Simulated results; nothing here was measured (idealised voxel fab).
Process module name: voxel gate over fins
The width of the displayed cross-section, cut, is 215 nm; its cells are square, with a size of 5 nm.
Heads up, the way a cross-section reads in here is a grid of square cells, handed over as bands from the top down, with every band being one or more rows of cells.
Within each band entry, the heights of the top and of the bottom of the band appear first, in that order and in nm; the materials of the band then follow from left to right, each with its corresponding width in nm. The designation "all across" on a single material indicates that it fills the band from edge to edge; the designation "air" indicates empty space.
Counting heights begins at 0, where everything beneath is, in the wafer as received, one material. The lowest band has no bottom; it goes on downwards, as "0..down" shows.
Quick explanation for "30..40": the width changes in equal steps down the rows of cells, from the first number in the band's top row to the second number in its bottom row.
"nothing got changed" for a step: no cell of the cross-section changed in that step.
"Sealed void inventory": empty spaces of 8 cells or more with no open way to the top, each given as width x height at distance, distance from the left edge, all in nm.
Note: text after step settings on the step line = simulator remark on that step.
If you see "overlay nm" on a step's line and that step has a mask, it's telling you how far right of where it was planned the mask ended up; a negative number means it went left instead.
**The planned process steps are enumerated hereunder**
1: RECEIVE, material Si
2: CONFORMAL_DEP, material SiN, thk nm 10
3: DIRECTIONAL_DEP, material aC, thk nm 10
4: PATTERN, tone cover, mask id FINS, material resist, width nm 15, pitch nm 35, thk nm 30, overlay nm 0
5: DIRECTIONAL_ETCH, etch materials aC, depth nm 10
6: STRIP, etch materials resist
7: DIRECTIONAL_ETCH, etch materials SiN, depth nm 10
8: DIRECTIONAL_ETCH, etch materials Si, depth nm 35
9: STRIP, etch materials aC
10: FILL_DEP, material SiO2, thk nm 15
11: CMP, height nm 10
12: SELECTIVE_ETCH, etch materials SiO2, depth nm 20
13: STRIP, etch materials SiN
14: CONFORMAL_DEP, material HfO2, thk nm 5
15: CONFORMAL_DEP, material TiN, thk nm 5
16: CONFORMAL_DEP, material TiAl, thk nm 5
17: CONFORMAL_DEP, material TiN, thk nm 5
18: FILL_DEP, material W, thk nm 10
19: CMP, height nm 25
20: CONFORMAL_DEP, material SiN, thk nm 10
**Cross-section of the wafer at receipt, which is the condition after step 1**
* 0..down = Si all across
* Sealed void inventory: none
**Cross-sectional view of the first of the two wafers upon completion of the module, processed in accordance with the plan**
* 35..25 = SiN all across
* 25..20 = W all across
* 20..15 = W: 60 | TiN: 90 | W: 65
* 15..10 = W: 60 | TiN: 5 | TiAl: 80 | TiN: 5 | W: 65
* 10..5 = TiN: 65 | TiAl: 5 | TiN: 70 | TiAl: 5 | TiN: 70
* 5..0 = TiAl: 70 | TiN: 5 | HfO2: 25 | TiN: 10 | HfO2: 25 | TiN: 5 | TiAl: 75
* 0..-5 = TiN: 75 | HfO2: 5 | Si: 15 | HfO2: 5 | TiN: 10 | HfO2: 5 | Si: 15 | HfO2: 5 | TiN: 80
* -5..-10 = HfO2: 80 | Si: 15 | HfO2: 20 | Si: 15 | HfO2: 85
* -10..-35 = SiO2: 80 | Si: 15 | SiO2: 20 | Si: 15 | SiO2: 85
* -35..down = Si all across
* Sealed void inventory: none
**Cross-section, wafer two of two, end of module: same start and plan as wafer one, one error in execution**
* 35..25 = SiN all across
* 25..20 = TiAl all across
* 20..15 = TiN all across
* 15..10 = HfO2: 85 | TiN: 5 | HfO2: 30 | TiN: 5 | HfO2: 90
* 10..5 = aC: 80 | HfO2: 5 | TiN: 5 | HfO2: 5 | aC: 20 | HfO2: 5 | TiN: 5 | HfO2: 5 | aC: 85
* 5..0 = aC: 80 | HfO2: 15 | aC: 20 | HfO2: 15 | aC: 85
* 0..-35 = aC: 80 | Si: 15 | aC: 20 | Si: 15 | aC: 85
* -35..down = Si all across
* Sealed void inventory: none
What was done differently from what was planned? step 10 did not use the planned setting and instead ran as FILL_DEP, material aC, thk nm 15
At the finish, the second wafer shows more or fewer cells for some materials than the first does: SiO2: 185 fewer; TiAl: 4 fewer; TiN: 51 fewer; W: 93 fewer; aC: 333 more
